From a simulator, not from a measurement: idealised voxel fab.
Documented hereafter: the process module known as voxel gate over fins.
Cross-section cut spans 260 nm and uses square cells 5 nm in size.
Cross-section layout: square cells on a grid; listed as bands, top to bottom; a band spans one or more cell rows.
A band entry consists of two parts. The first gives the height of the band's top and the height of its bottom, in nm. The rest lists the band's materials from left to right, each with its width in nm. A single material labelled with the word "throughout" fills the band from edge to edge, and the word "air" marks empty space.
The level at which height equals 0 is the one under which the wafer, as it arrives, is entirely one material. No lower edge exists for the bottom band, which continues downward and is notated as in "z 0 and below".
You'd read "30..40" like this: the band's top row of cells is as wide as the first number, its bottom row is as wide as the second, and going down, every row changes width by the same amount as the row before did.
Key: "nothing changed" - step with no changed cell in the cross-section.
The entry titled "Closed internal cavities" provides the empty spaces that have no open way to the top, restricted to those of 8 cells or more. Each is presented as width x height at distance, the distance being measured from the left edge, with all three in nm.
Read whatever lies past the settings on a step's line as the simulator's own remark about the step.
overlay nm: on a step with a mask, how far right of its planned place the mask lay; negative means left.

Process steps (planned):
| 1 | RECEIVE [material Si] |
| 2 | CONFORMAL_DEP [material SiN] [thk nm 10] |
| 3 | MASKED_ETCH [tone cover] [mask id FINS] [width nm 15] [pitch nm 45] [etch materials SiN] [depth nm 10] [overlay nm 0] |
| 4 | MASKED_ETCH [tone cover] [mask id FINS] [width nm 15] [pitch nm 45] [etch materials Si] [depth nm 35] [overlay nm 0] |
| 5 | OXIDIZE [depth nm 5] |
| 6 | FILL_DEP [material SiO2] [thk nm 15] |
| 7 | CMP [height nm 10] |
| 8 | SELECTIVE_ETCH [etch materials SiO2] [depth nm 20] |
| 9 | STRIP [etch materials SiN] |
| 10 | CONFORMAL_DEP [material HfO2] [thk nm 5] |
| 11 | CONFORMAL_DEP [material TiN] [thk nm 5] |
| 12 | CONFORMAL_DEP [material TiAl] [thk nm 5] |
| 13 | CONFORMAL_DEP [material TiN] [thk nm 5] |
| 14 | FILL_DEP [material W] [thk nm 15] |
| 15 | CMP [height nm 30] |
| 16 | CONFORMAL_DEP [material SiN] [thk nm 10] |
Variable across wafers: step 4 width nm (plan value is that of the first wafer; starting state common to all).

Incoming state of the first of several wafers in cross-section: after step 1:
- z 0 and below: Si throughout
- Closed internal cavities: none

End of module: cross-section of the first of several wafers after step 16, the last step:
- z 40 to 30: SiN throughout
- z 30 to 20: W throughout
- z 20 to 15: W 60, then TiN 135, then W 65
- z 15 to 10: W 60, then TiN 5, then TiAl 35, then TiN 10, then TiAl 35, then TiN 10, then TiAl 35, then TiN 5, then W 65
- z 10 to 5: TiN 65, then TiAl 5, then TiN 25, then TiAl 5, then TiN 10, then TiAl 5, then TiN 25, then TiAl 5, then TiN 10, then TiAl 5, then TiN 25, then TiAl 5, then TiN 70
- z 5 to 0: TiAl 70, then TiN 5, then HfO2 15, then TiN 5, then TiAl 20, then TiN 5, then HfO2 15, then TiN 5, then TiAl 20, then TiN 5, then HfO2 15, then TiN 5, then TiAl 75
- z 0 to -5: TiN 75, then HfO2 5, then Si 5, then HfO2 5, then TiN 30, then HfO2 5, then Si 5, then HfO2 5, then TiN 30, then HfO2 5, then Si 5, then HfO2 5, then TiN 80
- z -5 to -10: HfO2 80, then Si 5, then HfO2 40, then Si 5, then HfO2 40, then Si 5, then HfO2 85
- z -10 to -40: SiO2 80, then Si 5, then SiO2 40, then Si 5, then SiO2 40, then Si 5, then SiO2 85
- z -40 and below: Si throughout
- Closed internal cavities: none

Here's the last wafer cross-sectioned at the end of the module:
- z 40 to 30: SiN throughout
- z 30 to 20: W throughout
- z 20 to 15: W 60, then TiN 135, then W 65
- z 15 to 10: W 55, then TiN 10, then TiAl 35, then TiN 10, then TiAl 35, then TiN 10, then TiAl 35, then TiN 15, then W 55
- z 10 to 5: TiN 60, then TiAl 10, then TiN 25, then TiAl 20, then TiN 25, then TiAl 20, then TiN 25, then TiAl 15, then TiN 60
- z 5 to 0: TiAl 65, then TiN 10, then HfO2 15, then TiN 15, then TiAl 5, then TiN 10, then HfO2 15, then TiN 15, then TiAl 5, then TiN 10, then HfO2 15, then TiN 15, then TiAl 65
- z 0 to -5: TiN 70, then HfO2 10, then Si 5, then HfO2 15, then TiN 15, then HfO2 10, then Si 5, then HfO2 15, then TiN 15, then HfO2 10, then Si 5, then HfO2 15, then TiN 70
- z -5 to -10: HfO2 75, then Si 20, then HfO2 25, then Si 20, then HfO2 25, then Si 20, then HfO2 75
- z -10 to -40: SiO2 75, then Si 20, then SiO2 25, then Si 20, then SiO2 25, then Si 20, then SiO2 75
- z -40 and below: Si throughout
- Closed internal cavities: none

The following table contains a row per wafer, in which are reported, at the conclusion of the module, the cells of each material gained (+) or lost (-) since the wafer's receipt, with its closed voids given thereafter:
width nm 15; +64 HfO2; -392 Si; +104 SiN; +294 SiO2; +64 TiAl; +128 TiN; +154 W; Closed internal cavities: none
width nm 20; +64 HfO2; -371 Si; +104 SiN; +276 SiO2; +64 TiAl; +126 TiN; +153 W; Closed internal cavities: none
width nm 25; +64 HfO2; -350 Si; +104 SiN; +258 SiO2; +64 TiAl; +124 TiN; +152 W; Closed internal cavities: none
width nm 30; +64 HfO2; -329 Si; +104 SiN; +240 SiO2; +62 TiAl; +124 TiN; +151 W; Closed internal cavities: none
